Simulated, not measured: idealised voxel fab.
Herein follows the process module entitled voxel released beams.
Xsec cut, 210 nm wide, square cell size 5 nm.
How to read a cross-section here: the picture is a grid of square cells, written as bands going from the top down, and any band can span one or more rows of cells. For a band, the entry starts with two heights in nm, that of the top and then that of the bottom, and carries on with the band's materials in order from left to right, each alongside its width in nm; the word "full width" beside a single material means it fills the band edge to edge, and "blank" means empty space. Convention: height 0 is the level below which the wafer, as received, is all one material. The lowest band does not terminate at the bottom but continues downward, represented as "0 -> down". Read "30 to 40" as a graded width: first number on top, second number at the bottom, same change between each pair of neighbouring rows. No cell of the cross-section changed in a step that is given as "remained the same". "Enclosed internal cavities": empty spaces of 8 cells or more with no open way to the top, each given as width x height at distance, distance from the left edge, all in nm. Heads up: the bit after the settings on a step's line is the simulator's remark on that step. You can add "overlay nm" to a step's line. For a step with a mask, it describes how far the mask lay to the right of its planned position, and a negative number describes a lay to the left.

Listed below are the process steps as planned:
1 RECEIVE (material Si)
2 CONFORMAL_DEP (material Al2O3; thk nm 10)
3 DIRECTIONAL_DEP (material SiO2; thk nm 15)
4 MASKED_ETCH (tone open; mask id ANCHOR; width nm 40; etch materials SiO2; depth nm 15; overlay nm 0)
5 CONFORMAL_DEP (material SiN; thk nm 15)
6 MASKED_ETCH (tone cover; mask id BEAM; width nm 115; etch materials SiN; depth nm 15; overlay nm 0)
7 STRIP (etch materials SiO2)
Across this set of wafers, the varied parameter is the width nm of step 6. Starting conditions are identical for every wafer, and the plan reports the value assigned to the first wafer.

First of several wafers, received after step 1, in cross-section:
  0 -> down = Si full width
  Enclosed internal cavities: none

Post step 7, the closing step of the module: first of several wafers, cross-sectioned:
  40 -> 25 = blank=45, SiN=15, blank=10, SiN=90, blank=50
  25 -> 10 = blank=45, SiN=40, blank=125
  10 -> 0 = Al2O3 full width
  0 -> down = Si full width
  Enclosed internal cavities: none

Sectional view of the last wafer upon completion of the module:
  40 -> 25 = blank=35, SiN=25, blank=10, SiN=105, blank=35
  25 -> 10 = blank=45, SiN=40, blank=125
  10 -> 0 = Al2O3 full width
  0 -> down = Si full width
  Enclosed internal cavities: none

Below: a row per wafer. Contents at end of module: for every material, cells gained since receipt (+) or lost since receipt (-); then closed voids:
width nm 115 | +84 Al2O3 | +87 SiN | Enclosed internal cavities: none
width nm 120 | +84 Al2O3 | +90 SiN | Enclosed internal cavities: none
width nm 125 | +84 Al2O3 | +93 SiN | Enclosed internal cavities: none
width nm 130 | +84 Al2O3 | +96 SiN | Enclosed internal cavities: none
width nm 135 | +84 Al2O3 | +99 SiN | Enclosed internal cavities: none
width nm 140 | +84 Al2O3 | +102 SiN | Enclosed internal cavities: none
